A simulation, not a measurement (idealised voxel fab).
The name of this process module is voxel self aligned vias.
Square cell edge 5 nm, section width 275 nm, ID cut.
For the purposes of this document, a cross-section shall be understood as a grid of square cells, specified as bands listed in top-to-bottom order, each band consisting of one or more rows of cells.
A band entry consists of two parts. The first gives the height of the band's top and the height of its bottom, in nm. The rest lists the band's materials from left to right, each with its width in nm. A single material labelled with the word "throughout" fills the band from edge to edge, and the word "blank" marks empty space.
Heights are reckoned from 0. Under this level, the received wafer is all of one material. The bottommost band is open-ended downward, for example "0..down".
Graded width ("30->40"): value in top row of band = first number; value in bottom row = second number; row-to-row change constant.
For the purposes of this document, the phrase "identical to before" attached to a step denotes that no cell within the cross-section was modified by that step.
"Entrapped voids" - sealed voids, min. 8 cells, no opening to top; format: width x height at distance (distance from left edge; nm throughout).
What comes after the settings on a step's line is commentary from the simulator itself on that step.
A step line may carry the setting "overlay nm", which, for steps involving a mask, states the distance by which the mask lay to the right of its intended position; negative values denote displacement to the left.
PROCESS STEPS - PLAN
- 1: op RECEIVE | material Si
- 2: op CONFORMAL_DEP | material SiO2 | thk nm 15
- 3: op CONFORMAL_DEP | material SiCN | thk nm 5
- 4: op DIRECTIONAL_DEP | material SiO2 | thk nm 25
- 5: op DIRECTIONAL_DEP | material aC | thk nm 15
- 6: op PATTERN | tone open | mask id LINES | material resist | width nm 30 | pitch nm 70 | thk nm 30 | overlay nm 0
- 7: op DIRECTIONAL_ETCH | etch materials aC | depth nm 15
- 8: op STRIP | etch materials resist
- 9: op DIRECTIONAL_ETCH | etch materials SiO2 | depth nm 25
- 10: op STRIP | etch materials aC
- 11: op CONFORMAL_DEP | material TiN | thk nm 5
- 12: op FILL_DEP | material W | thk nm 5
- 13: op CMP | height nm 45
- 14: op SELECTIVE_ETCH | etch materials W Ru TiN | depth nm 10
- 15: op FILL_DEP | material SiN | thk nm 10
- 16: op CMP | height nm 45
- 17: op DIRECTIONAL_DEP | material SiO2 | thk nm 15
- 18: op PATTERN | tone open | mask id VIAS | material resist | width nm 30 | pitch nm 70 | thk nm 15 | overlay nm 0
- 19: op DIRECTIONAL_ETCH | etch materials SiO2 | depth nm 15
- 20: op DIRECTIONAL_ETCH | etch materials SiN | depth nm 10
- 21: op STRIP | etch materials resist
- 22: op CONFORMAL_DEP | material TiN | thk nm 5
- 23: op FILL_DEP | material Cu | thk nm 10
- 24: op CMP | height nm 60
- 25: op CONFORMAL_DEP | material SiCN | thk nm 5
Don't read the plan's width nm for step 18 as applying to every wafer: that's the first wafer's value, and the wafers differ in it, though they all start identical.
CROSS-SECTION OF THE FIRST OF SEVERAL RECEIVED WAFERS, SHOWING ITS STATE AFTER STEP 1
- 0..down | Si throughout
- Entrapped voids: none
EACH WAFER AT THE END: CELLS OF EACH MATERIAL GAINED (+) OR LOST (-) SINCE IT WAS RECEIVED, THEN ITS CLOSED VOIDS
width nm 30; +32 Cu; +110 SiCN; +509 SiO2; +48 TiN; +16 W; Entrapped voids: none
width nm 35; +36 Cu; +110 SiCN; +503 SiO2; +50 TiN; +16 W; Entrapped voids: none
width nm 40; +40 Cu; +110 SiCN; +497 SiO2; +52 TiN; +16 W; Entrapped voids: none
width nm 45; +44 Cu; +110 SiCN; +491 SiO2; +54 TiN; +16 W; Entrapped voids: none
width nm 50; +48 Cu; +110 SiCN; +485 SiO2; +56 TiN; +16 W; Entrapped voids: none
width nm 55; +52 Cu; +110 SiCN; +479 SiO2; +58 TiN; +16 W; Entrapped voids: none
